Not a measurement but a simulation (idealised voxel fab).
process module | voxel ribs on slabs
cross-section cut | 195 nm wide | cells 5 nm
A cross-section is a grid of square cells, given in bands from the top down. A band is one or more rows of cells.
Each band's line starts with the height of the band's top and of its bottom, in nm. Then come its materials from left to right, each with its width in nm. One material with "throughout" fills the band from edge to edge. "air" is empty space.
Height 0 is the level under which the wafer as received is all one material. The lowest band goes on downwards, as in "0 down".
A width such as "30 to 40" changes by the same amount from each row of cells to the next, from the band's top row to its bottom row.
"no change" after a step means that no cell of the cross-section changed.
closed voids: empty space of 8 cells or more with no open way to the top, each as width x height at its distance from the left edge, in nm
after a step's settings: what the simulator itself notes on the step
overlay nm, on a step with a mask: how far to the right of its planned place the mask lay; to the left if negative
Each pair below shows a cross-section before one step and the cross-section after it, down to the lowest band that changed. The line under each pair gives the step between them, with its settings. The pairs can come from different runs of this module on the same starting wafer, so a pair continues from the pair above only where its "before" says so.
before
  0 down: Si throughout
  closed voids: none
after
  30 to 0: SiO2 throughout
  below 0: unchanged
  closed voids: none
the step between: op DIRECTIONAL_DEP | material SiO2 | thk nm 30
before: the cross-section after the pair above
after
  55 to 30: SiN throughout
  below 30: unchanged
  closed voids: none
the step between: op DIRECTIONAL_DEP | material SiN | thk nm 25
before: the cross-section after the pair above
after
  70 to 55: air 80 | resist 30 | air 85
  below 55: unchanged
  closed voids: none
the step between: op PATTERN | tone cover | mask id RIB | material resist | width nm 30 | thk nm 15 | overlay nm 0
before: the cross-section after the pair above
after
  70 to 55: air 80 | resist 30 | air 85
  55 to 40: air 80 | SiN 30 | air 85
  below 40: unchanged
  closed voids: none
the step between: op DIRECTIONAL_ETCH | etch materials SiN | depth nm 15
before: the cross-section after the pair above
after
  55 to 40: air 80 | SiN 30 | air 85
  below 40: unchanged
  closed voids: none
the step between: op STRIP | etch materials resist
before: the cross-section after the pair above
after
  65 to 55: air 80 | aC 30 | air 85
  55 to 50: air 80 | SiN 30 | air 85
  50 to 40: aC 80 | SiN 30 | aC 85
  below 40: unchanged
  closed voids: none
the step between: op DIRECTIONAL_DEP | material aC | thk nm 10
before: the cross-section after the pair above
after
  90 to 65: air 60 | resist 70 | air 65
  65 to 55: air 60 | resist 20 | aC 30 | resist 20 | air 65
  55 to 50: air 60 | resist 20 | SiN 30 | resist 20 | air 65
  below 50: unchanged
  closed voids: none
the step between: op PATTERN | tone cover | mask id SLAB | material resist | width nm 70 | thk nm 25 | overlay nm 0
before: the cross-section after the pair above
after
  80 to 65: air 60 | resist 70 | air 65
  65 to 55: air 60 | resist 20 | aC 30 | resist 20 | air 65
  55 to 50: air 60 | resist 20 | SiN 30 | resist 20 | air 65
  50 to 40: air 60 | aC 20 | SiN 30 | aC 20 | air 65
  below 40: unchanged
  closed voids: none
the step between: op DIRECTIONAL_ETCH | etch materials aC | depth nm 10
before: the cross-section after the pair above
after
  65 to 55: air 80 | aC 30 | air 85
  55 to 50: air 80 | SiN 30 | air 85
  below 50: unchanged
  closed voids: none
the step between: op STRIP | etch materials resist
before: the cross-section after the pair above
after
  65 to 55: air 80 | aC 30 | air 85
  55 to 50: air 80 | SiN 30 | air 85
  50 to 40: air 60 | aC 20 | SiN 30 | aC 20 | air 65
  40 to 30: air 60 | SiN 70 | air 65
  below 30: unchanged
  closed voids: none
the step between: op DIRECTIONAL_ETCH | etch materials SiN | depth nm 10
before: the cross-section after the pair above
after
  55 to 40: air 80 | SiN 30 | air 85
  below 40: unchanged
  closed voids: none
the step between: op STRIP | etch materials aC
before: the cross-section after the pair above
after
  80 to 55: SiO2 throughout
  55 to 40: SiO2 80 | SiN 30 | SiO2 85
  40 to 30: SiO2 60 | SiN 70 | SiO2 65
  below 30: unchanged
  closed voids: none
the step between: op FILL_DEP | material SiO2 | thk nm 25
before: the cross-section after the pair above
after
  70 to 55: SiO2 throughout
  below 55: unchanged
  closed voids: none
the step between: op CMP | height nm 70
before: the cross-section after the pair above
after
  80 to 70: W throughout
  below 70: unchanged
  closed voids: none
the step between: op DIRECTIONAL_DEP | material W | thk nm 10
before: the cross-section after the pair above
after
  95 to 80: aC throughout
  below 80: unchanged
  closed voids: none
the step between: op DIRECTIONAL_DEP | material aC | thk nm 15
before: the cross-section after the pair above
after
  130 to 95: air 75 | resist 40 | air 80
  below 95: unchanged
  closed voids: none
the step between: op PATTERN | tone cover | mask id HEATER | material resist | width nm 40 | thk nm 35 | overlay nm 0
before: the cross-section after the pair above
after
  115 to 95: air 75 | resist 40 | air 80
  95 to 80: air 75 | aC 40 | air 80
  below 80: unchanged
  closed voids: none
the step between: op DIRECTIONAL_ETCH | etch materials aC | depth nm 15
before: the cross-section after the pair above
after
  95 to 80: air 75 | aC 40 | air 80
  below 80: unchanged
  closed voids: none
the step between: op STRIP | etch materials resist
before: the cross-section after the pair above
after
  95 to 80: air 75 | aC 40 | air 80
  80 to 70: air 75 | W 40 | air 80
  below 70: unchanged
  closed voids: none
the step between: op DIRECTIONAL_ETCH | etch materials W | depth nm 10
before: the cross-section after the pair above
after
  80 to 70: air 75 | W 40 | air 80
  below 70: unchanged
  closed voids: none
the step between: op STRIP | etch materials aC
before: the cross-section after the pair above
after
  90 to 80: air 65 | SiO2 60 | air 70
  80 to 70: SiO2 75 | W 40 | SiO2 80
  below 70: unchanged
  closed voids: none
the step between: op CONFORMAL_DEP | material SiO2 | thk nm 10
before
  55 to 30: SiN throughout
  30 to 0: SiO2 throughout
  0 down: Si throughout
  closed voids: none
after
  80 to 30: SiN throughout
  below 30: unchanged
  closed voids: none
the step between: op DIRECTIONAL_DEP | material SiN | thk nm 25
before: the cross-section after the pair above
after
  95 to 80: air 80 | resist 30 | air 85
  below 80: unchanged
  closed voids: none
the step between: op PATTERN | tone cover | mask id RIB | material resist | width nm 30 | thk nm 15 | overlay nm 0
before: the cross-section after the pair above
after
  95 to 80: air 80 | resist 30 | air 85
  80 to 65: air 80 | SiN 30 | air 85
  below 65: unchanged
  closed voids: none
the step between: op DIRECTIONAL_ETCH | etch materials SiN | depth nm 15
before: the cross-section after the pair above
after
  80 to 65: air 80 | SiN 30 | air 85
  below 65: unchanged
  closed voids: none
the step between: op STRIP | etch materials resist
before: the cross-section after the pair above
after
  90 to 80: air 80 | aC 30 | air 85
  80 to 75: air 80 | SiN 30 | air 85
  75 to 65: aC 80 | SiN 30 | aC 85
  below 65: unchanged
  closed voids: none
the step between: op DIRECTIONAL_DEP | material aC | thk nm 10
before: the cross-section after the pair above
after
  115 to 90: air 60 | resist 70 | air 65
  90 to 80: air 60 | resist 20 | aC 30 | resist 20 | air 65
  80 to 75: air 60 | resist 20 | SiN 30 | resist 20 | air 65
  below 75: unchanged
  closed voids: none
the step between: op PATTERN | tone cover | mask id SLAB | material resist | width nm 70 | thk nm 25 | overlay nm 0
before: the cross-section after the pair above
after
  105 to 90: air 60 | resist 70 | air 65
  90 to 80: air 60 | resist 20 | aC 30 | resist 20 | air 65
  80 to 75: air 60 | resist 20 | SiN 30 | resist 20 | air 65
  75 to 65: air 60 | aC 20 | SiN 30 | aC 20 | air 65
  below 65: unchanged
  closed voids: none
the step between: op DIRECTIONAL_ETCH | etch materials aC | depth nm 10
before: the cross-section after the pair above
after
  90 to 80: air 80 | aC 30 | air 85
  80 to 75: air 80 | SiN 30 | air 85
  below 75: unchanged
  closed voids: none
the step between: op STRIP | etch materials resist
before: the cross-section after the pair above
after
  90 to 80: air 80 | aC 30 | air 85
  80 to 75: air 80 | SiN 30 | air 85
  75 to 65: air 60 | aC 20 | SiN 30 | aC 20 | air 65
  65 to 55: air 60 | SiN 70 | air 65
  below 55: unchanged
  closed voids: none
the step between: op DIRECTIONAL_ETCH | etch materials SiN | depth nm 10
before: the cross-section after the pair above
after
  80 to 65: air 80 | SiN 30 | air 85
  below 65: unchanged
  closed voids: none
the step between: op STRIP | etch materials aC
before: the cross-section after the pair above
after
  105 to 80: SiO2 throughout
  80 to 65: SiO2 80 | SiN 30 | SiO2 85
  65 to 55: SiO2 60 | SiN 70 | SiO2 65
  below 55: unchanged
  closed voids: none
the step between: op FILL_DEP | material SiO2 | thk nm 25
before: the cross-section after the pair above
after
  70 to 65: SiO2 80 | SiN 30 | SiO2 85
  below 65: unchanged
  closed voids: none
the step between: op CMP | height nm 70
before: the cross-section after the pair above
after
  80 to 70: W throughout
  below 70: unchanged
  closed voids: none
the step between: op DIRECTIONAL_DEP | material W | thk nm 10
before: the cross-section after the pair above
after
  95 to 80: aC throughout
  below 80: unchanged
  closed voids: none
the step between: op DIRECTIONAL_DEP | material aC | thk nm 15
before: the cross-section after the pair above
after
  130 to 95: air 75 | resist 40 | air 80
  below 95: unchanged
  closed voids: none
the step between: op PATTERN | tone cover | mask id HEATER | material resist | width nm 40 | thk nm 35 | overlay nm 0
before: the cross-section after the pair above
after
  115 to 95: air 75 | resist 40 | air 80
  95 to 80: air 75 | aC 40 | air 80
  below 80: unchanged
  closed voids: none
the step between: op DIRECTIONAL_ETCH | etch materials aC | depth nm 15
before: the cross-section after the pair above
after
  95 to 80: air 75 | aC 40 | air 80
  below 80: unchanged
  closed voids: none
the step between: op STRIP | etch materials resist
before: the cross-section after the pair above
after
  95 to 80: air 75 | aC 40 | air 80
  80 to 70: air 75 | W 40 | air 80
  below 70: unchanged
  closed voids: none
the step between: op DIRECTIONAL_ETCH | etch materials W | depth nm 10
before: the cross-section after the pair above
after
  80 to 70: air 75 | W 40 | air 80
  below 70: unchanged
  closed voids: none
the step between: op STRIP | etch materials aC
before: the cross-section after the pair above
after
  90 to 80: air 65 | SiO2 60 | air 70
  80 to 70: SiO2 75 | W 40 | SiO2 80
  below 70: unchanged
  closed voids: none
the step between: op CONFORMAL_DEP | material SiO2 | thk nm 10
before
  0 down: Si throughout
  closed voids: none
after
  25 to 0: SiN throughout
  below 0: unchanged
  closed voids: none
the step between: op DIRECTIONAL_DEP | material SiN | thk nm 25
before: the cross-section after the pair above
after
  55 to 25: SiO2 throughout
  below 25: unchanged
  closed voids: none
the step between: op DIRECTIONAL_DEP | material SiO2 | thk nm 30
before: the cross-section after the pair above
after
  70 to 55: air 80 | resist 30 | air 85
  below 55: unchanged
  closed voids: none
the step between: op PATTERN | tone cover | mask id RIB | material resist | width nm 30 | thk nm 15 | overlay nm 0
before: the cross-section after the pair above
after
  55 to 25: SiO2 throughout
  below 25: unchanged
  closed voids: none
the step between: op STRIP | etch materials resist
before: the cross-section after the pair above
after
  65 to 55: aC throughout
  below 55: unchanged
  closed voids: none
the step between: op DIRECTIONAL_DEP | material aC | thk nm 10
before: the cross-section after the pair above
after
  90 to 65: air 60 | resist 70 | air 65
  below 65: unchanged
  closed voids: none
the step between: op PATTERN | tone cover | mask id SLAB | material resist | width nm 70 | thk nm 25 | overlay nm 0
before: the cross-section after the pair above
after
  80 to 65: air 60 | resist 70 | air 65
  65 to 55: air 60 | aC 70 | air 65
  below 55: unchanged
  closed voids: none
the step between: op DIRECTIONAL_ETCH | etch materials aC | depth nm 10
before: the cross-section after the pair above
after
  65 to 55: air 60 | aC 70 | air 65
  below 55: unchanged
  closed voids: none
the step between: op STRIP | etch materials resist
before: the cross-section after the pair above
after
  55 to 25: SiO2 throughout
  below 25: unchanged
  closed voids: none
the step between: op STRIP | etch materials aC
before: the cross-section after the pair above
after
  80 to 25: SiO2 throughout
  below 25: unchanged
  closed voids: none
the step between: op FILL_DEP | material SiO2 | thk nm 25
before: the cross-section after the pair above
after
  70 to 25: SiO2 throughout
  below 25: unchanged
  closed voids: none
the step between: op CMP | height nm 70
before: the cross-section after the pair above
after
  80 to 70: W throughout
  below 70: unchanged
  closed voids: none
the step between: op DIRECTIONAL_DEP | material W | thk nm 10
before: the cross-section after the pair above
after
  95 to 80: aC throughout
  below 80: unchanged
  closed voids: none
the step between: op DIRECTIONAL_DEP | material aC | thk nm 15
before: the cross-section after the pair above
after
  130 to 95: air 75 | resist 40 | air 80
  below 95: unchanged
  closed voids: none
the step between: op PATTERN | tone cover | mask id HEATER | material resist | width nm 40 | thk nm 35 | overlay nm 0
before: the cross-section after the pair above
after
  115 to 95: air 75 | resist 40 | air 80
  95 to 80: air 75 | aC 40 | air 80
  below 80: unchanged
  closed voids: none
the step between: op DIRECTIONAL_ETCH | etch materials aC | depth nm 15
before: the cross-section after the pair above
after
  95 to 80: air 75 | aC 40 | air 80
  below 80: unchanged
  closed voids: none
the step between: op STRIP | etch materials resist
before: the cross-section after the pair above
after
  95 to 80: air 75 | aC 40 | air 80
  80 to 70: air 75 | W 40 | air 80
  below 70: unchanged
  closed voids: none
the step between: op DIRECTIONAL_ETCH | etch materials W | depth nm 10
before: the cross-section after the pair above
after
  80 to 70: air 75 | W 40 | air 80
  below 70: unchanged
  closed voids: none
the step between: op STRIP | etch materials aC
before: the cross-section after the pair above
after
  90 to 80: air 65 | SiO2 60 | air 70
  80 to 70: SiO2 75 | W 40 | SiO2 80
  below 70: unchanged
  closed voids: none
the step between: op CONFORMAL_DEP | material SiO2 | thk nm 10
before
  70 to 55: air 80 | resist 30 | air 85
  55 to 30: SiN throughout
  30 to 0: SiO2 throughout
  0 down: Si throughout
  closed voids: none
after
  70 to 55: air 80 | resist 30 | air 85
  55 to 45: air 80 | SiN 30 | air 85
  below 45: unchanged
  closed voids: none
the step between: op DIRECTIONAL_ETCH | etch materials SiN | depth nm 10
before: the cross-section after the pair above
after
  55 to 45: air 80 | SiN 30 | air 85
  below 45: unchanged
  closed voids: none
the step between: op STRIP | etch materials resist
before: the cross-section after the pair above
after
  65 to 55: air 80 | aC 30 | air 85
  55 to 45: aC 80 | SiN 30 | aC 85
  below 45: unchanged
  closed voids: none
the step between: op DIRECTIONAL_DEP | material aC | thk nm 10
before: the cross-section after the pair above
after
  90 to 65: air 60 | resist 70 | air 65
  65 to 55: air 60 | resist 20 | aC 30 | resist 20 | air 65
  below 55: unchanged
  closed voids: none
the step between: op PATTERN | tone cover | mask id SLAB | material resist | width nm 70 | thk nm 25 | overlay nm 0
before: the cross-section after the pair above
after
  80 to 65: air 60 | resist 70 | air 65
  65 to 55: air 60 | resist 20 | aC 30 | resist 20 | air 65
  55 to 45: air 60 | aC 20 | SiN 30 | aC 20 | air 65
  below 45: unchanged
  closed voids: none
the step between: op DIRECTIONAL_ETCH | etch materials aC | depth nm 10
before: the cross-section after the pair above
after
  65 to 55: air 80 | aC 30 | air 85
  below 55: unchanged
  closed voids: none
the step between: op STRIP | etch materials resist
before: the cross-section after the pair above
after
  65 to 55: air 80 | aC 30 | air 85
  55 to 45: air 60 | aC 20 | SiN 30 | aC 20 | air 65
  45 to 35: air 60 | SiN 70 | air 65
  below 35: unchanged
  closed voids: none
the step between: op DIRECTIONAL_ETCH | etch materials SiN | depth nm 10
before: the cross-section after the pair above
after
  55 to 45: air 80 | SiN 30 | air 85
  below 45: unchanged
  closed voids: none
the step between: op STRIP | etch materials aC
before: the cross-section after the pair above
after
  80 to 55: SiO2 throughout
  55 to 45: SiO2 80 | SiN 30 | SiO2 85
  45 to 35: SiO2 60 | SiN 70 | SiO2 65
  below 35: unchanged
  closed voids: none
the step between: op FILL_DEP | material SiO2 | thk nm 25
before: the cross-section after the pair above
after
  70 to 55: SiO2 throughout
  below 55: unchanged
  closed voids: none
the step between: op CMP | height nm 70
before: the cross-section after the pair above
after
  80 to 70: W throughout
  below 70: unchanged
  closed voids: none
the step between: op DIRECTIONAL_DEP | material W | thk nm 10
before: the cross-section after the pair above
after
  95 to 80: aC throughout
  below 80: unchanged
  closed voids: none
the step between: op DIRECTIONAL_DEP | material aC | thk nm 15
before: the cross-section after the pair above
after
  130 to 95: air 75 | resist 40 | air 80
  below 95: unchanged
  closed voids: none
the step between: op PATTERN | tone cover | mask id HEATER | material resist | width nm 40 | thk nm 35 | overlay nm 0
before: the cross-section after the pair above
after
  115 to 95: air 75 | resist 40 | air 80
  95 to 80: air 75 | aC 40 | air 80
  below 80: unchanged
  closed voids: none
the step between: op DIRECTIONAL_ETCH | etch materials aC | depth nm 15
before: the cross-section after the pair above
after
  95 to 80: air 75 | aC 40 | air 80
  below 80: unchanged
  closed voids: none
the step between: op STRIP | etch materials resist
before: the cross-section after the pair above
after
  95 to 80: air 75 | aC 40 | air 80
  80 to 70: air 75 | W 40 | air 80
  below 70: unchanged
  closed voids: none
the step between: op DIRECTIONAL_ETCH | etch materials W | depth nm 10
before: the cross-section after the pair above
after
  80 to 70: air 75 | W 40 | air 80
  below 70: unchanged
  closed voids: none
the step between: op STRIP | etch materials aC
before: the cross-section after the pair above
after
  90 to 80: air 65 | SiO2 60 | air 70
  80 to 70: SiO2 75 | W 40 | SiO2 80
  below 70: unchanged
  closed voids: none
the step between: op CONFORMAL_DEP | material SiO2 | thk nm 10
before
  55 to 30: SiN throughout
  30 to 0: SiO2 throughout
  0 down: Si throughout
  closed voids: none
after
  70 to 55: air 80 | resist 35 | air 80
  below 55: unchanged
  closed voids: none
the step between: op PATTERN | tone cover | mask id RIB | material resist | width nm 35 | thk nm 15 | overlay nm 0
before: the cross-section after the pair above
after
  70 to 55: air 80 | resist 35 | air 80
  55 to 40: air 80 | SiN 35 | air 80
  below 40: unchanged
  closed voids: none
the step between: op DIRECTIONAL_ETCH | etch materials SiN | depth nm 15
before: the cross-section after the pair above
after
  55 to 40: air 80 | SiN 35 | air 80
  below 40: unchanged
  closed voids: none
the step between: op STRIP | etch materials resist
before: the cross-section after the pair above
after
  65 to 55: air 80 | aC 35 | air 80
  55 to 50: air 80 | SiN 35 | air 80
  50 to 40: aC 80 | SiN 35 | aC 80
  below 40: unchanged
  closed voids: none
the step between: op DIRECTIONAL_DEP | material aC | thk nm 10
before: the cross-section after the pair above
after
  90 to 65: air 60 | resist 70 | air 65
  65 to 55: air 60 | resist 20 | aC 35 | resist 15 | air 65
  55 to 50: air 60 | resist 20 | SiN 35 | resist 15 | air 65
  below 50: unchanged
  closed voids: none
the step between: op PATTERN | tone cover | mask id SLAB | material resist | width nm 70 | thk nm 25 | overlay nm 0
before: the cross-section after the pair above
after
  80 to 65: air 60 | resist 70 | air 65
  65 to 55: air 60 | resist 20 | aC 35 | resist 15 | air 65
  55 to 50: air 60 | resist 20 | SiN 35 | resist 15 | air 65
  50 to 40: air 60 | aC 20 | SiN 35 | aC 15 | air 65
  below 40: unchanged
  closed voids: none
the step between: op DIRECTIONAL_ETCH | etch materials aC | depth nm 10
before: the cross-section after the pair above
after
  65 to 55: air 80 | aC 35 | air 80
  55 to 50: air 80 | SiN 35 | air 80
  below 50: unchanged
  closed voids: none
the step between: op STRIP | etch materials resist
before: the cross-section after the pair above
after
  65 to 55: air 80 | aC 35 | air 80
  55 to 50: air 80 | SiN 35 | air 80
  50 to 40: air 60 | aC 20 | SiN 35 | aC 15 | air 65
  40 to 30: air 60 | SiN 70 | air 65
  below 30: unchanged
  closed voids: none
the step between: op DIRECTIONAL_ETCH | etch materials SiN | depth nm 10
before: the cross-section after the pair above
after
  55 to 40: air 80 | SiN 35 | air 80
  below 40: unchanged
  closed voids: none
the step between: op STRIP | etch materials aC
before: the cross-section after the pair above
after
  80 to 55: SiO2 throughout
  55 to 40: SiO2 80 | SiN 35 | SiO2 80
  40 to 30: SiO2 60 | SiN 70 | SiO2 65
  below 30: unchanged
  closed voids: none
the step between: op FILL_DEP | material SiO2 | thk nm 25
before: the cross-section after the pair above
after
  70 to 55: SiO2 throughout
  below 55: unchanged
  closed voids: none
the step between: op CMP | height nm 70
before: the cross-section after the pair above
after
  80 to 70: W throughout
  below 70: unchanged
  closed voids: none
the step between: op DIRECTIONAL_DEP | material W | thk nm 10
before: the cross-section after the pair above
after
  95 to 80: aC throughout
  below 80: unchanged
  closed voids: none
the step between: op DIRECTIONAL_DEP | material aC | thk nm 15
before: the cross-section after the pair above
after
  130 to 95: air 75 | resist 40 | air 80
  below 95: unchanged
  closed voids: none
the step between: op PATTERN | tone cover | mask id HEATER | material resist | width nm 40 | thk nm 35 | overlay nm 0
before: the cross-section after the pair above
after
  115 to 95: air 75 | resist 40 | air 80
  95 to 80: air 75 | aC 40 | air 80
  below 80: unchanged
  closed voids: none
the step between: op DIRECTIONAL_ETCH | etch materials aC | depth nm 15
before: the cross-section after the pair above
after
  95 to 80: air 75 | aC 40 | air 80
  below 80: unchanged
  closed voids: none
the step between: op STRIP | etch materials resist
before: the cross-section after the pair above
after
  95 to 80: air 75 | aC 40 | air 80
  80 to 70: air 75 | W 40 | air 80
  below 70: unchanged
  closed voids: none
the step between: op DIRECTIONAL_ETCH | etch materials W | depth nm 10
before: the cross-section after the pair above
after
  80 to 70: air 75 | W 40 | air 80
  below 70: unchanged
  closed voids: none
the step between: op STRIP | etch materials aC
before: the cross-section after the pair above
after
  90 to 80: air 65 | SiO2 60 | air 70
  80 to 70: SiO2 75 | W 40 | SiO2 80
  below 70: unchanged
  closed voids: none
the step between: op CONFORMAL_DEP | material SiO2 | thk nm 10
before
  55 to 30: SiN throughout
  30 to 0: SiO2 throughout
  0 down: Si throughout
  closed voids: none
after
  70 to 55: air 75 | resist 30 | air 90
  below 55: unchanged
  closed voids: none
the step between: op PATTERN | tone cover | mask id RIB | material resist | width nm 30 | thk nm 15 | overlay nm -5
before: the cross-section after the pair above
after
  70 to 55: air 75 | resist 30 | air 90
  55 to 40: air 75 | SiN 30 | air 90
  below 40: unchanged
  closed voids: none
the step between: op DIRECTIONAL_ETCH | etch materials SiN | depth nm 15
before: the cross-section after the pair above
after
  55 to 40: air 75 | SiN 30 | air 90
  below 40: unchanged
  closed voids: none
the step between: op STRIP | etch materials resist
before: the cross-section after the pair above
after
  65 to 55: air 75 | aC 30 | air 90
  55 to 50: air 75 | SiN 30 | air 90
  50 to 40: aC 75 | SiN 30 | aC 90
  below 40: unchanged
  closed voids: none
the step between: op DIRECTIONAL_DEP | material aC | thk nm 10
before: the cross-section after the pair above
after
  90 to 65: air 60 | resist 70 | air 65
  65 to 55: air 60 | resist 15 | aC 30 | resist 25 | air 65
  55 to 50: air 60 | resist 15 | SiN 30 | resist 25 | air 65
  below 50: unchanged
  closed voids: none
the step between: op PATTERN | tone cover | mask id SLAB | material resist | width nm 70 | thk nm 25 | overlay nm 0
before: the cross-section after the pair above
after
  80 to 65: air 60 | resist 70 | air 65
  65 to 55: air 60 | resist 15 | aC 30 | resist 25 | air 65
  55 to 50: air 60 | resist 15 | SiN 30 | resist 25 | air 65
  50 to 40: air 60 | aC 15 | SiN 30 | aC 25 | air 65
  below 40: unchanged
  closed voids: none
the step between: op DIRECTIONAL_ETCH | etch materials aC | depth nm 10
before: the cross-section after the pair above
after
  65 to 55: air 75 | aC 30 | air 90
  55 to 50: air 75 | SiN 30 | air 90
  below 50: unchanged
  closed voids: none
the step between: op STRIP | etch materials resist
before: the cross-section after the pair above
after
  65 to 55: air 75 | aC 30 | air 90
  55 to 50: air 75 | SiN 30 | air 90
  50 to 40: air 60 | aC 15 | SiN 30 | aC 25 | air 65
  40 to 30: air 60 | SiN 70 | air 65
  below 30: unchanged
  closed voids: none
the step between: op DIRECTIONAL_ETCH | etch materials SiN | depth nm 10
before: the cross-section after the pair above
after
  55 to 40: air 75 | SiN 30 | air 90
  below 40: unchanged
  closed voids: none
the step between: op STRIP | etch materials aC
before: the cross-section after the pair above
after
  80 to 55: SiO2 throughout
  55 to 40: SiO2 75 | SiN 30 | SiO2 90
  40 to 30: SiO2 60 | SiN 70 | SiO2 65
  below 30: unchanged
  closed voids: none
the step between: op FILL_DEP | material SiO2 | thk nm 25
before: the cross-section after the pair above
after
  70 to 55: SiO2 throughout
  below 55: unchanged
  closed voids: none
the step between: op CMP | height nm 70
before: the cross-section after the pair above
after
  80 to 70: W throughout
  below 70: unchanged
  closed voids: none
the step between: op DIRECTIONAL_DEP | material W | thk nm 10
before: the cross-section after the pair above
after
  95 to 80: aC throughout
  below 80: unchanged
  closed voids: none
the step between: op DIRECTIONAL_DEP | material aC | thk nm 15
before: the cross-section after the pair above
after
  130 to 95: air 75 | resist 40 | air 80
  below 95: unchanged
  closed voids: none
the step between: op PATTERN | tone cover | mask id HEATER | material resist | width nm 40 | thk nm 35 | overlay nm 0
before: the cross-section after the pair above
after
  115 to 95: air 75 | resist 40 | air 80
  95 to 80: air 75 | aC 40 | air 80
  below 80: unchanged
  closed voids: none
the step between: op DIRECTIONAL_ETCH | etch materials aC | depth nm 15
before: the cross-section after the pair above
after
  95 to 80: air 75 | aC 40 | air 80
  below 80: unchanged
  closed voids: none
the step between: op STRIP | etch materials resist
before: the cross-section after the pair above
after
  95 to 80: air 75 | aC 40 | air 80
  80 to 70: air 75 | W 40 | air 80
  below 70: unchanged
  closed voids: none
the step between: op DIRECTIONAL_ETCH | etch materials W | depth nm 10
before: the cross-section after the pair above
after
  80 to 70: air 75 | W 40 | air 80
  below 70: unchanged
  closed voids: none
the step between: op STRIP | etch materials aC
before: the cross-section after the pair above
after
  90 to 80: air 65 | SiO2 60 | air 70
  80 to 70: SiO2 75 | W 40 | SiO2 80
  below 70: unchanged
  closed voids: none
the step between: op CONFORMAL_DEP | material SiO2 | thk nm 10
before
  80 to 70: W throughout
  70 to 55: SiO2 throughout
  55 to 40: SiO2 80 | SiN 30 | SiO2 85
  40 to 30: SiO2 60 | SiN 70 | SiO2 65
  30 to 0: SiO2 throughout
  0 down: Si throughout
  closed voids: none
after
  95 to 70: W throughout
  below 70: unchanged
  closed voids: none
the step between: op DIRECTIONAL_DEP | material W | thk nm 15
before: the cross-section after the pair above
after
  130 to 95: air 75 | resist 40 | air 80
  below 95: unchanged
  closed voids: none
the step between: op PATTERN | tone cover | mask id HEATER | material resist | width nm 40 | thk nm 35 | overlay nm 0
before: the cross-section after the pair above
after
  115 to 95: air 75 | resist 40 | air 80
  below 95: unchanged
  closed voids: none
the step between: op DIRECTIONAL_ETCH | etch materials aC | depth nm 15
before: the cross-section after the pair above
after
  95 to 70: W throughout
  below 70: unchanged
  closed voids: none
the step between: op STRIP | etch materials resist
before: the cross-section after the pair above
after
  85 to 70: W throughout
  below 70: unchanged
  closed voids: none
the step between: op DIRECTIONAL_ETCH | etch materials W | depth nm 10
before: the cross-section after the pair above
after
  95 to 85: SiO2 throughout
  below 85: unchanged
  closed voids: none
the step between: op CONFORMAL_DEP | material SiO2 | thk nm 10
before
  65 to 55: air 80 | aC 30 | air 85
  55 to 50: air 80 | SiN 30 | air 85
  50 to 40: aC 80 | SiN 30 | aC 85
  40 to 30: SiN throughout
  30 to 0: SiO2 throughout
  0 down: Si throughout
  closed voids: none
after
  90 to 65: resist 60 | air 70 | resist 65
  65 to 55: resist 60 | air 20 | aC 30 | air 20 | resist 65
  55 to 50: resist 60 | air 20 | SiN 30 | air 20 | resist 65
  below 50: unchanged
  closed voids: none
the step between: op PATTERN | tone open | mask id SLAB | material resist | width nm 70 | thk nm 25 | overlay nm 0
before: the cross-section after the pair above
after
  80 to 55: resist 60 | air 70 | resist 65
  55 to 50: resist 60 | air 20 | SiN 30 | air 20 | resist 65
  50 to 40: aC 60 | air 20 | SiN 30 | air 20 | aC 65
  below 40: unchanged
  closed voids: none
the step between: op DIRECTIONAL_ETCH | etch materials aC | depth nm 10
before: the cross-section after the pair above
after
  55 to 50: air 80 | SiN 30 | air 85
  below 50: unchanged
  closed voids: none
the step between: op STRIP | etch materials resist
before: the cross-section after the pair above
after
  50 to 45: aC 60 | air 70 | aC 65
  45 to 40: aC 60 | air 20 | SiN 30 | air 20 | aC 65
  40 to 30: SiN 60 | air 20 | SiN 30 | air 20 | SiN 65
  below 30: unchanged
  closed voids: none
the step between: op DIRECTIONAL_ETCH | etch materials SiN | depth nm 10
before: the cross-section after the pair above
after
  45 to 40: air 80 | SiN 30 | air 85
  below 40: unchanged
  closed voids: none
the step between: op STRIP | etch materials aC
before: the cross-section after the pair above
after
  70 to 45: SiO2 throughout
  45 to 40: SiO2 80 | SiN 30 | SiO2 85
  40 to 30: SiN 60 | SiO2 20 | SiN 30 | SiO2 20 | SiN 65
  below 30: unchanged
  closed voids: none
the step between: op FILL_DEP | material SiO2 | thk nm 25
before: the cross-section after the pair above
after
  80 to 70: W throughout
  below 70: unchanged
  closed voids: none
the step between: op DIRECTIONAL_DEP | material W | thk nm 10
before: the cross-section after the pair above
after
  95 to 80: aC throughout
  below 80: unchanged
  closed voids: none
the step between: op DIRECTIONAL_DEP | material aC | thk nm 15
before: the cross-section after the pair above
after
  130 to 95: air 75 | resist 40 | air 80
  below 95: unchanged
  closed voids: none
the step between: op PATTERN | tone cover | mask id HEATER | material resist | width nm 40 | thk nm 35 | overlay nm 0
before: the cross-section after the pair above
after
  115 to 95: air 75 | resist 40 | air 80
  95 to 80: air 75 | aC 40 | air 80
  below 80: unchanged
  closed voids: none
the step between: op DIRECTIONAL_ETCH | etch materials aC | depth nm 15
before: the cross-section after the pair above
after
  95 to 80: air 75 | aC 40 | air 80
  below 80: unchanged
  closed voids: none
the step between: op STRIP | etch materials resist
before: the cross-section after the pair above
after
  95 to 80: air 75 | aC 40 | air 80
  80 to 70: air 75 | W 40 | air 80
  below 70: unchanged
  closed voids: none
the step between: op DIRECTIONAL_ETCH | etch materials W | depth nm 10
before: the cross-section after the pair above
after
  80 to 70: air 75 | W 40 | air 80
  below 70: unchanged
  closed voids: none
the step between: op STRIP | etch materials aC
before: the cross-section after the pair above
after
  90 to 80: air 65 | SiO2 60 | air 70
  80 to 70: SiO2 75 | W 40 | SiO2 80
  below 70: unchanged
  closed voids: none
the step between: op CONFORMAL_DEP | material SiO2 | thk nm 10
